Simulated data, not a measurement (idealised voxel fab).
process module | voxel local oxidation
cross-section cut | 250 nm wide | cells 5 nm
A cross-section is a grid of square cells, given in bands from the top down. A band is one or more rows of cells.
Each band's line starts with the height of the band's top and of its bottom, in nm. Then come its materials from left to right, each with its width in nm. One material with "throughout" fills the band from edge to edge. "air" is empty space.
Height 0 is the level under which the wafer as received is all one material. The lowest band goes on downwards, as in "0 down".
A width such as "30 to 40" changes by the same amount from each row of cells to the next, from the band's top row to its bottom row.
"no change" after a step means that no cell of the cross-section changed.
closed voids: empty space of 8 cells or more with no open way to the top, each as width x height at its distance from the left edge, in nm
after a step's settings: what the simulator itself notes on the step
overlay nm, on a step with a mask: how far to the right of its planned place the mask lay; to the left if negative
plan
1 op RECEIVE | material Si
2 op OXIDIZE | depth nm 5
3 op CONFORMAL_DEP | material SiN | thk nm 10
4 op DIRECTIONAL_DEP | material aC | thk nm 10
5 op PATTERN | tone cover | mask id ACTIVE | material resist | width nm 90 | thk nm 25 | overlay nm 0
6 op DIRECTIONAL_ETCH | etch materials aC | depth nm 10
7 op STRIP | etch materials resist
8 op DIRECTIONAL_ETCH | etch materials SiN | depth nm 10
9 op STRIP | etch materials aC
10 op SELECTIVE_ETCH | etch materials SiO2 | depth nm 5
11 op OXIDIZE | depth nm 10
12 op STRIP | etch materials SiN
first wafer, as planned
as received, after step 1
  0 down: Si throughout
  closed voids: none
after step 2
  0 to -5: SiO2 throughout
  below -5: unchanged
after step 3
  10 to 0: SiN throughout
  below 0: unchanged
after step 4
  20 to 10: aC throughout
  below 10: unchanged
after step 5
  45 to 20: air 80 | resist 90 | air 80
  below 20: unchanged
after step 6
  35 to 20: air 80 | resist 90 | air 80
  20 to 10: air 80 | aC 90 | air 80
  below 10: unchanged
after step 7
  20 to 10: air 80 | aC 90 | air 80
  below 10: unchanged
after step 8
  20 to 10: air 80 | aC 90 | air 80
  10 to 0: air 80 | SiN 90 | air 80
  below 0: unchanged
after step 9
  10 to 0: air 80 | SiN 90 | air 80
  below 0: unchanged
after step 10
  10 to 0: air 80 | SiN 90 | air 80
  0 to -5: air 85 | SiO2 80 | air 85
  below -5: unchanged
after step 11
  10 to 0: air 80 | SiN 90 | air 80
  0 to -5: air 85 | SiO2 80 | air 85
  -5 to -15: SiO2 95 | Si 60 | SiO2 95
  below -15: unchanged
after step 12
  0 to -5: air 85 | SiO2 80 | air 85
  below -5: unchanged
second wafer: like start, like plan, one mistake. Through step 2 it matches the first wafer
when step 3 should have ended
  10 to -5: SiO2 throughout
  below -5: unchanged
when step 4 should have ended
  20 to 10: aC throughout
  below 10: unchanged
when step 5 should have ended
  45 to 20: air 80 | resist 90 | air 80
  below 20: unchanged
when step 6 should have ended
  35 to 20: air 80 | resist 90 | air 80
  20 to 10: air 80 | aC 90 | air 80
  below 10: unchanged
when step 7 should have ended
  20 to 10: air 80 | aC 90 | air 80
  below 10: unchanged
when step 8 should have ended: no change
when step 9 should have ended
  10 to -5: SiO2 throughout
  below -5: unchanged
when step 10 should have ended
  5 to -5: SiO2 throughout
  below -5: unchanged
when step 11 should have ended: no change
when step 12 should have ended: no change
what went wrong: step 3 ran as: op CONFORMAL_DEP | material SiO2 | thk nm 10
at the end the second wafer has, in cells: 76 more of Si | 8 more of SiO2
